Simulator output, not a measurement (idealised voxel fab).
The following process module bears the name voxel self aligned vias.
145 nm wide, 5 nm square cells: that's cross-section cut.
How to read a cross-section here: the picture is a grid of square cells, written as bands going from the top down, and any band can span one or more rows of cells.
What a band's entry tells you: where the top is and where the bottom is, as heights in nm, and after that what lies inside, material by material from left to right, each with its width in nm. Empty space is written as the word "empty", and a single material marked with the word "everywhere" occupies the band from edge to edge.
The reference from which all heights are counted is 0, the level beneath which the as-received wafer is entirely one material; the lowest band, having no lower bound, proceeds downward and is written after the example "0 and below".
A two-number width, for instance "30->40", indicates that the width is equal to the first number in the top row of the band and to the second number in the bottom row, and that it changes by a constant amount per row of cells.
When a step is marked "identical to before", none of the cells in the cross-section changed during that step.
Reported under the label "Enclosed void catalog" are the empty spaces having no open way to the top and comprising 8 cells or more; the notation for each is width x height at distance, in which the distance is measured from the left edge and all three values are in nm.
That trailing text on a step's line, after the settings, is the simulator's own remark on the step.
On any step carrying a mask, the "overlay nm" setting, if present on the step's line, tells how far right of its planned place the mask lay; negative values point to the left.
Heads up before you read on: it's before/after pairs around one process step each, after side only down to the lowest band that changed, step plus settings under the pair. Pairs can be from different runs of this module, same starting wafer, so only chain a pair onto the one above if its "before" entry says so.

## before
> 55 down to 50  W everywhere
> 50 down to 45  TiN=35 / W=15 / TiN=50 / W=15 / TiN=30
> 45 down to 20  SiO2=30 / TiN=5 / W=15 / TiN=5 / SiO2=40 / TiN=5 / W=15 / TiN=5 / SiO2=25
> 20 down to 15  SiO2=30 / TiN=25 / SiO2=40 / TiN=25 / SiO2=25
> 15 down to 10  SiCN everywhere
> 10 down to 0  SiO2 everywhere
> 0 and below  Si everywhere
> Enclosed void catalog: none

## Post-Step Section View
> 45 down to 20  SiO2=30 / TiN=5 / W=15 / TiN=5 / SiO2=40 / TiN=5 / W=15 / TiN=5 / SiO2=25
> For the remainder of the cross-section, below 20, there is no change.
> Enclosed void catalog: none
Between before and after, shown above: op CMP | height nm 45

before: see preceding pair, after cross-section.

## Post-Step Section View
> 45 down to 35  SiO2=30 / empty=25 / SiO2=40 / empty=25 / SiO2=25
> For the remainder of the cross-section, below 35, there is no change.
> Enclosed void catalog: none
Between before and after, shown above: op SELECTIVE_ETCH | etch materials W Ru TiN | depth nm 10

before: see preceding pair, after cross-section.

## Post-Step Section View
> 55 down to 45  SiN everywhere
> 45 down to 35  SiO2=30 / SiN=25 / SiO2=40 / SiN=25 / SiO2=25
> For the remainder of the cross-section, below 35, there is no change.
> Enclosed void catalog: none
Between before and after, shown above: op FILL_DEP | material SiN | thk nm 10

before: see preceding pair, after cross-section.

## Post-Step Section View
> 45 down to 35  SiO2=30 / SiN=25 / SiO2=40 / SiN=25 / SiO2=25
> For the remainder of the cross-section, below 35, there is no change.
> Enclosed void catalog: none
Between before and after, shown above: op CMP | height nm 45

before: see preceding pair, after cross-section.

## Post-Step Section View
> 65 down to 45  SiO2 everywhere
> For the remainder of the cross-section, below 45, there is no change.
> Enclosed void catalog: none
Between before and after, shown above: op DIRECTIONAL_DEP | material SiO2 | thk nm 20

before: see preceding pair, after cross-section.

## Post-Step Section View
> 65 down to 45  SiO2=15 / empty=50 / SiO2=80
> For the remainder of the cross-section, below 45, there is no change.
> Enclosed void catalog: none
Between before and after, shown above: op MASKED_ETCH | tone open | mask id VIAS | width nm 50 | etch materials SiO2 | depth nm 20 | overlay nm 0

before: see preceding pair, after cross-section.

## Post-Step Section View
> 65 down to 45  SiO2=15 / empty=50 / SiO2=80
> 45 down to 35  SiO2=30 / empty=25 / SiO2=40 / SiN=25 / SiO2=25
> For the remainder of the cross-section, below 35, there is no change.
> Enclosed void catalog: none
Between before and after, shown above: op MASKED_ETCH | tone open | mask id VIAS | width nm 50 | etch materials SiN | depth nm 10 | overlay nm 0

before: see preceding pair, after cross-section.

## Post-Step Section View
> 70 down to 65  TiN=20 / empty=40 / TiN=85
> 65 down to 50  SiO2=15 / TiN=5 / empty=40 / TiN=5 / SiO2=80
> 50 down to 45  SiO2=15 / TiN=20 / empty=15 / TiN=15 / SiO2=80
> 45 down to 40  SiO2=30 / TiN=5 / empty=15 / TiN=5 / SiO2=40 / SiN=25 / SiO2=25
> 40 down to 35  SiO2=30 / TiN=25 / SiO2=40 / SiN=25 / SiO2=25
> For the remainder of the cross-section, below 35, there is no change.
> Enclosed void catalog: none
Between before and after, shown above: op CONFORMAL_DEP | material TiN | thk nm 5

before: see preceding pair, after cross-section.

## Post-Step Section View
> 80 down to 70  Cu everywhere
> 70 down to 65  TiN=20 / Cu=40 / TiN=85
> 65 down to 50  SiO2=15 / TiN=5 / Cu=40 / TiN=5 / SiO2=80
> 50 down to 45  SiO2=15 / TiN=20 / Cu=15 / TiN=15 / SiO2=80
> 45 down to 40  SiO2=30 / TiN=5 / Cu=15 / TiN=5 / SiO2=40 / SiN=25 / SiO2=25
> For the remainder of the cross-section, below 40, there is no change.
> Enclosed void catalog: none
Between before and after, shown above: op FILL_DEP | material Cu | thk nm 10

before: see preceding pair, after cross-section.

## Post-Step Section View
> 65 down to 50  SiO2=15 / TiN=5 / Cu=40 / TiN=5 / SiO2=80
> For the remainder of the cross-section, below 50, there is no change.
> Enclosed void catalog: none
Between before and after, shown above: op CMP | height nm 65

before: see preceding pair, after cross-section.

## Post-Step Section View
> 70 down to 65  SiCN everywhere
> For the remainder of the cross-section, below 65, there is no change.
> Enclosed void catalog: none
Between before and after, shown above: op CONFORMAL_DEP | material SiCN | thk nm 5

## before
> 65 down to 45  SiO2 everywhere
> 45 down to 35  SiO2=25 / SiN=30 / SiO2=35 / SiN=30 / SiO2=25
> 35 down to 20  SiO2=25 / TiN=5 / W=20 / TiN=5 / SiO2=35 / TiN=5 / W=20 / TiN=5 / SiO2=25
> 20 down to 15  SiO2=25 / TiN=30 / SiO2=35 / TiN=30 / SiO2=25
> 15 down to 10  SiCN everywhere
> 10 down to 0  SiO2 everywhere
> 0 and below  Si everywhere
> Enclosed void catalog: none

## Post-Step Section View
> 65 down to 45  SiO2=25 / empty=50 / SiO2=70
> For the remainder of the cross-section, below 45, there is no change.
> Enclosed void catalog: none
Between before and after, shown above: op MASKED_ETCH | tone open | mask id VIAS | width nm 50 | etch materials SiO2 | depth nm 20 | overlay nm 10

before: see preceding pair, after cross-section.

## Post-Step Section View
> 65 down to 45  SiO2=25 / empty=50 / SiO2=70
> 45 down to 35  SiO2=25 / empty=30 / SiO2=35 / SiN=30 / SiO2=25
> For the remainder of the cross-section, below 35, there is no change.
> Enclosed void catalog: none
Between before and after, shown above: op MASKED_ETCH | tone open | mask id VIAS | width nm 50 | etch materials SiN | depth nm 10 | overlay nm 0

before: see preceding pair, after cross-section.

## Post-Step Section View
> 70 down to 65  TiN=30 / empty=40 / TiN=75
> 65 down to 50  SiO2=25 / TiN=5 / empty=40 / TiN=5 / SiO2=70
> 50 down to 45  SiO2=25 / TiN=5 / empty=20 / TiN=25 / SiO2=70
> 45 down to 40  SiO2=25 / TiN=5 / empty=20 / TiN=5 / SiO2=35 / SiN=30 / SiO2=25
> 40 down to 35  SiO2=25 / TiN=30 / SiO2=35 / SiN=30 / SiO2=25
> For the remainder of the cross-section, below 35, there is no change.
> Enclosed void catalog: none
Between before and after, shown above: op CONFORMAL_DEP | material TiN | thk nm 5

before: see preceding pair, after cross-section.

## Post-Step Section View
> 80 down to 70  Cu everywhere
> 70 down to 65  TiN=30 / Cu=40 / TiN=75
> 65 down to 50  SiO2=25 / TiN=5 / Cu=40 / TiN=5 / SiO2=70
> 50 down to 45  SiO2=25 / TiN=5 / Cu=20 / TiN=25 / SiO2=70
> 45 down to 40  SiO2=25 / TiN=5 / Cu=20 / TiN=5 / SiO2=35 / SiN=30 / SiO2=25
> For the remainder of the cross-section, below 40, there is no change.
> Enclosed void catalog: none
Between before and after, shown above: op FILL_DEP | material Cu | thk nm 10

before: see preceding pair, after cross-section.

## Post-Step Section View
> 65 down to 50  SiO2=25 / TiN=5 / Cu=40 / TiN=5 / SiO2=70
> For the remainder of the cross-section, below 50, there is no change.
> Enclosed void catalog: none
Between before and after, shown above: op CMP | height nm 65

before: see preceding pair, after cross-section.

## Post-Step Section View
> 70 down to 65  SiCN everywhere
> For the remainder of the cross-section, below 65, there is no change.
> Enclosed void catalog: none
Between before and after, shown above: op CONFORMAL_DEP | material SiCN | thk nm 5

## before
> 0 and below  Si everywhere
> Enclosed void catalog: none

## Post-Step Section View
> 10 down to 0  SiCN everywhere
> For the remainder of the cross-section, below 0, there is no change.
> Enclosed void catalog: none
Between before and after, shown above: op CONFORMAL_DEP | material SiCN | thk nm 10

before: see preceding pair, after cross-section.

## Post-Step Section View
> 15 down to 0  SiCN everywhere
> For the remainder of the cross-section, below 0, there is no change.
> Enclosed void catalog: none
Between before and after, shown above: op CONFORMAL_DEP | material SiCN | thk nm 5

before: see preceding pair, after cross-section.

## Post-Step Section View
> 45 down to 15  SiO2 everywhere
> For the remainder of the cross-section, below 15, there is no change.
> Enclosed void catalog: none
Between before and after, shown above: op DIRECTIONAL_DEP | material SiO2 | thk nm 30

before: see preceding pair, after cross-section.

## Post-Step Section View
> 55 down to 45  aC everywhere
> For the remainder of the cross-section, below 45, there is no change.
> Enclosed void catalog: none
Between before and after, shown above: op DIRECTIONAL_DEP | material aC | thk nm 10

before: see preceding pair, after cross-section.

## Post-Step Section View
> 80 down to 55  resist=25 / empty=30 / resist=35 / empty=30 / resist=25
> For the remainder of the cross-section, below 55, there is no change.
> Enclosed void catalog: none
Between before and after, shown above: op PATTERN | tone open | mask id LINES | material resist | width nm 30 | pitch nm 65 | thk nm 25 | overlay nm 0

before: see preceding pair, after cross-section.

## Post-Step Section View
> 70 down to 55  resist=25 / empty=30 / resist=35 / empty=30 / resist=25
> 55 down to 45  aC=25 / empty=30 / aC=35 / empty=30 / aC=25
> For the remainder of the cross-section, below 45, there is no change.
> Enclosed void catalog: none
Between before and after, shown above: op DIRECTIONAL_ETCH | etch materials aC | depth nm 10

before: see preceding pair, after cross-section.

## Post-Step Section View
> 55 down to 45  aC=25 / empty=30 / aC=35 / empty=30 / aC=25
> For the remainder of the cross-section, below 45, there is no change.
> Enclosed void catalog: none
Between before and after, shown above: op STRIP | etch materials resist

before: see preceding pair, after cross-section.

## Post-Step Section View
> 55 down to 45  aC=25 / empty=30 / aC=35 / empty=30 / aC=25
> 45 down to 15  SiO2=25 / empty=30 / SiO2=35 / empty=30 / SiO2=25
> For the remainder of the cross-section, below 15, there is no change.
> Enclosed void catalog: none
Between before and after, shown above: op DIRECTIONAL_ETCH | etch materials SiO2 | depth nm 30

before: see preceding pair, after cross-section.

## Post-Step Section View
> 45 down to 15  SiO2=25 / empty=30 / SiO2=35 / empty=30 / SiO2=25
> For the remainder of the cross-section, below 15, there is no change.
> Enclosed void catalog: none
Between before and after, shown above: op STRIP | etch materials aC

before: see preceding pair, after cross-section.

## Post-Step Section View
> 50 down to 45  TiN=30 / empty=20 / TiN=45 / empty=20 / TiN=30
> 45 down to 20  SiO2=25 / TiN=5 / empty=20 / TiN=5 / SiO2=35 / TiN=5 / empty=20 / TiN=5 / SiO2=25
> 20 down to 15  SiO2=25 / TiN=30 / SiO2=35 / TiN=30 / SiO2=25
> For the remainder of the cross-section, below 15, there is no change.
> Enclosed void catalog: none
Between before and after, shown above: op CONFORMAL_DEP | material TiN | thk nm 5

before: see preceding pair, after cross-section.

## Post-Step Section View
> 55 down to 50  W everywhere
> 50 down to 45  TiN=30 / W=20 / TiN=45 / W=20 / TiN=30
> 45 down to 20  SiO2=25 / TiN=5 / W=20 / TiN=5 / SiO2=35 / TiN=5 / W=20 / TiN=5 / SiO2=25
> For the remainder of the cross-section, below 20, there is no change.
> Enclosed void catalog: none
Between before and after, shown above: op FILL_DEP | material W | thk nm 5

before: see preceding pair, after cross-section.

## Post-Step Section View
> 45 down to 20  SiO2=25 / TiN=5 / W=20 / TiN=5 / SiO2=35 / TiN=5 / W=20 / TiN=5 / SiO2=25
> For the remainder of the cross-section, below 20, there is no change.
> Enclosed void catalog: none
Between before and after, shown above: op CMP | height nm 45

before: see preceding pair, after cross-section.

## Post-Step Section View
> 45 down to 35  SiO2=25 / empty=30 / SiO2=35 / empty=30 / SiO2=25
> For the remainder of the cross-section, below 35, there is no change.
> Enclosed void catalog: none
Between before and after, shown above: op SELECTIVE_ETCH | etch materials W Ru TiN | depth nm 10

before: see preceding pair, after cross-section.

## Post-Step Section View
> 55 down to 45  SiN everywhere
> 45 down to 35  SiO2=25 / SiN=30 / SiO2=35 / SiN=30 / SiO2=25
> For the remainder of the cross-section, below 35, there is no change.
> Enclosed void catalog: none
Between before and after, shown above: op FILL_DEP | material SiN | thk nm 10

before: see preceding pair, after cross-section.

## Post-Step Section View
> 45 down to 35  SiO2=25 / SiN=30 / SiO2=35 / SiN=30 / SiO2=25
> For the remainder of the cross-section, below 35, there is no change.
> Enclosed void catalog: none
Between before and after, shown above: op CMP | height nm 45

before: see preceding pair, after cross-section.

## Post-Step Section View
> 65 down to 45  SiO2 everywhere
> For the remainder of the cross-section, below 45, there is no change.
> Enclosed void catalog: none
Between before and after, shown above: op DIRECTIONAL_DEP | material SiO2 | thk nm 20

before: see preceding pair, after cross-section.

## Post-Step Section View
> 65 down to 45  SiO2=15 / empty=50 / SiO2=80
> For the remainder of the cross-section, below 45, there is no change.
> Enclosed void catalog: none
Between before and after, shown above: op MASKED_ETCH | tone open | mask id VIAS | width nm 50 | etch materials SiO2 | depth nm 20 | overlay nm 0

before: see preceding pair, after cross-section.

## Post-Step Section View
> 65 down to 45  SiO2=15 / empty=50 / SiO2=80
> 45 down to 35  SiO2=25 / empty=30 / SiO2=35 / SiN=30 / SiO2=25
> For the remainder of the cross-section, below 35, there is no change.
> Enclosed void catalog: none
Between before and after, shown above: op MASKED_ETCH | tone open | mask id VIAS | width nm 50 | etch materials SiN | depth nm 10 | overlay nm 0

before: see preceding pair, after cross-section.

## Post-Step Section View
> 70 down to 65  TiN=20 / empty=40 / TiN=85
> 65 down to 50  SiO2=15 / TiN=5 / empty=40 / TiN=5 / SiO2=80
> 50 down to 45  SiO2=15 / TiN=15 / empty=20 / TiN=15 / SiO2=80
> 45 down to 40  SiO2=25 / TiN=5 / empty=20 / TiN=5 / SiO2=35 / SiN=30 / SiO2=25
> 40 down to 35  SiO2=25 / TiN=30 / SiO2=35 / SiN=30 / SiO2=25
> For the remainder of the cross-section, below 35, there is no change.
> Enclosed void catalog: none
Between before and after, shown above: op CONFORMAL_DEP | material TiN | thk nm 5

before: see preceding pair, after cross-section.

## Post-Step Section View
> 80 down to 70  Cu everywhere
> 70 down to 65  TiN=20 / Cu=40 / TiN=85
> 65 down to 50  SiO2=15 / TiN=5 / Cu=40 / TiN=5 / SiO2=80
> 50 down to 45  SiO2=15 / TiN=15 / Cu=20 / TiN=15 / SiO2=80
> 45 down to 40  SiO2=25 / TiN=5 / Cu=20 / TiN=5 / SiO2=35 / SiN=30 / SiO2=25
> For the remainder of the cross-section, below 40, there is no change.
> Enclosed void catalog: none
Between before and after, shown above: op FILL_DEP | material Cu | thk nm 10

before: see preceding pair, after cross-section.

## Post-Step Section View
> 65 down to 50  SiO2=15 / TiN=5 / Cu=40 / TiN=5 / SiO2=80
> For the remainder of the cross-section, below 50, there is no change.
> Enclosed void catalog: none
Between before and after, shown above: op CMP | height nm 65

before: see preceding pair, after cross-section.

## Post-Step Section View
> 70 down to 65  SiCN everywhere
> For the remainder of the cross-section, below 65, there is no change.
> Enclosed void catalog: none
Between before and after, shown above: op CONFORMAL_DEP | material SiCN | thk nm 5

## before
> 55 down to 45  aC everywhere
> 45 down to 15  SiO2 everywhere
> 15 down to 10  SiCN everywhere
> 10 down to 0  SiO2 everywhere
> 0 and below  Si everywhere
> Enclosed void catalog: none

## Post-Step Section View
> 80 down to 55  empty=25 / resist=30 / empty=35 / resist=30 / empty=25
> For the remainder of the cross-section, below 55, there is no change.
> Enclosed void catalog: none
Between before and after, shown above: op PATTERN | tone cover | mask id LINES | material resist | width nm 30 | pitch nm 65 | thk nm 25 | overlay nm 0

before: see preceding pair, after cross-section.

## Post-Step Section View
> 70 down to 55  empty=25 / resist=30 / empty=35 / resist=30 / empty=25
> 55 down to 45  empty=25 / aC=30 / empty=35 / aC=30 / empty=25
> For the remainder of the cross-section, below 45, there is no change.
> Enclosed void catalog: none
Between before and after, shown above: op DIRECTIONAL_ETCH | etch materials aC | depth nm 10

before: see preceding pair, after cross-section.

## Post-Step Section View
> 55 down to 45  empty=25 / aC=30 / empty=35 / aC=30 / empty=25
> For the remainder of the cross-section, below 45, there is no change.
> Enclosed void catalog: none
Between before and after, shown above: op STRIP | etch materials resist

before: see preceding pair, after cross-section.

## Post-Step Section View
> 55 down to 45  empty=25 / aC=30 / empty=35 / aC=30 / empty=25
> 45 down to 15  empty=25 / SiO2=30 / empty=35 / SiO2=30 / empty=25
> For the remainder of the cross-section, below 15, there is no change.
> Enclosed void catalog: none
Between before and after, shown above: op DIRECTIONAL_ETCH | etch materials SiO2 | depth nm 30

before: see preceding pair, after cross-section.

## Post-Step Section View
> 45 down to 15  empty=25 / SiO2=30 / empty=35 / SiO2=30 / empty=25
> For the remainder of the cross-section, below 15, there is no change.
> Enclosed void catalog: none
Between before and after, shown above: op STRIP | etch materials aC

before: see preceding pair, after cross-section.

## Post-Step Section View
> 50 down to 45  empty=20 / TiN=40 / empty=25 / TiN=40 / empty=20
> 45 down to 20  empty=20 / TiN=5 / SiO2=30 / TiN=5 / empty=25 / TiN=5 / SiO2=30 / TiN=5 / empty=20
> 20 down to 15  TiN=25 / SiO2=30 / TiN=35 / SiO2=30 / TiN=25
> For the remainder of the cross-section, below 15, there is no change.
> Enclosed void catalog: none
Between before and after, shown above: op CONFORMAL_DEP | material TiN | thk nm 5

before: see preceding pair, after cross-section.

## Post-Step Section View
> 55 down to 50  W everywhere
> 50 down to 45  W=20 / TiN=40 / W=25 / TiN=40 / W=20
> 45 down to 20  W=20 / TiN=5 / SiO2=30 / TiN=5 / W=25 / TiN=5 / SiO2=30 / TiN=5 / W=20
> For the remainder of the cross-section, below 20, there is no change.
> Enclosed void catalog: none
Between before and after, shown above: op FILL_DEP | material W | thk nm 5

before: see preceding pair, after cross-section.

## Post-Step Section View
> 45 down to 20  W=20 / TiN=5 / SiO2=30 / TiN=5 / W=25 / TiN=5 / SiO2=30 / TiN=5 / W=20
> For the remainder of the cross-section, below 20, there is no change.
> Enclosed void catalog: none
Between before and after, shown above: op CMP | height nm 45

before: see preceding pair, after cross-section.

## Post-Step Section View
> 45 down to 35  empty=25 / SiO2=30 / empty=35 / SiO2=30 / empty=25
> For the remainder of the cross-section, below 35, there is no change.
> Enclosed void catalog: none
Between before and after, shown above: op SELECTIVE_ETCH | etch materials W Ru TiN | depth nm 10

before: see preceding pair, after cross-section.

## Post-Step Section View
> 55 down to 45  SiN everywhere
> 45 down to 35  SiN=25 / SiO2=30 / SiN=35 / SiO2=30 / SiN=25
> For the remainder of the cross-section, below 35, there is no change.
> Enclosed void catalog: none
Between before and after, shown above: op FILL_DEP | material SiN | thk nm 10

before: see preceding pair, after cross-section.

## Post-Step Section View
> 45 down to 35  SiN=25 / SiO2=30 / SiN=35 / SiO2=30 / SiN=25
> For the remainder of the cross-section, below 35, there is no change.
> Enclosed void catalog: none
Between before and after, shown above: op CMP | height nm 45

before: see preceding pair, after cross-section.

## Post-Step Section View
> 65 down to 45  SiO2 everywhere
> For the remainder of the cross-section, below 45, there is no change.
> Enclosed void catalog: none
Between before and after, shown above: op DIRECTIONAL_DEP | material SiO2 | thk nm 20

before: see preceding pair, after cross-section.

## Post-Step Section View
> 65 down to 45  SiO2=15 / empty=50 / SiO2=80
> For the remainder of the cross-section, below 45, there is no change.
> Enclosed void catalog: none
Between before and after, shown above: op MASKED_ETCH | tone open | mask id VIAS | width nm 50 | etch materials SiO2 | depth nm 20 | overlay nm 0

before: see preceding pair, after cross-section.

## Post-Step Section View
> 65 down to 45  SiO2=15 / empty=50 / SiO2=80
> 45 down to 35  SiN=15 / empty=10 / SiO2=30 / empty=10 / SiN=25 / SiO2=30 / SiN=25
> For the remainder of the cross-section, below 35, there is no change.
> Enclosed void catalog: none
Between before and after, shown above: op MASKED_ETCH | tone open | mask id VIAS | width nm 50 | etch materials SiN | depth nm 10 | overlay nm 0

before: see preceding pair, after cross-section.

## Post-Step Section View
> 70 down to 65  TiN=20 / empty=40 / TiN=85
> 65 down to 50  SiO2=15 / TiN=5 / empty=40 / TiN=5 / SiO2=80
> 50 down to 45  SiO2=15 / TiN=50 / SiO2=80
> 45 down to 35  SiN=15 / TiN=10 / SiO2=30 / TiN=10 / SiN=25 / SiO2=30 / SiN=25
> For the remainder of the cross-section, below 35, there is no change.
> Enclosed void catalog: none
Between before and after, shown above: op CONFORMAL_DEP | material TiN | thk nm 5

before: see preceding pair, after cross-section.

## Post-Step Section View
> 80 down to 70  Cu everywhere
> 70 down to 65  TiN=20 / Cu=40 / TiN=85
> 65 down to 50  SiO2=15 / TiN=5 / Cu=40 / TiN=5 / SiO2=80
> For the remainder of the cross-section, below 50, there is no change.
> Enclosed void catalog: none
Between before and after, shown above: op FILL_DEP | material Cu | thk nm 10

before: see preceding pair, after cross-section.

## Post-Step Section View
> 65 down to 50  SiO2=15 / TiN=5 / Cu=40 / TiN=5 / SiO2=80
> For the remainder of the cross-section, below 50, there is no change.
> Enclosed void catalog: none
Between before and after, shown above: op CMP | height nm 65

before: see preceding pair, after cross-section.

## Post-Step Section View
> 70 down to 65  SiCN everywhere
> For the remainder of the cross-section, below 65, there is no change.
> Enclosed void catalog: none
Between before and after, shown above: op CONFORMAL_DEP | material SiCN | thk nm 5
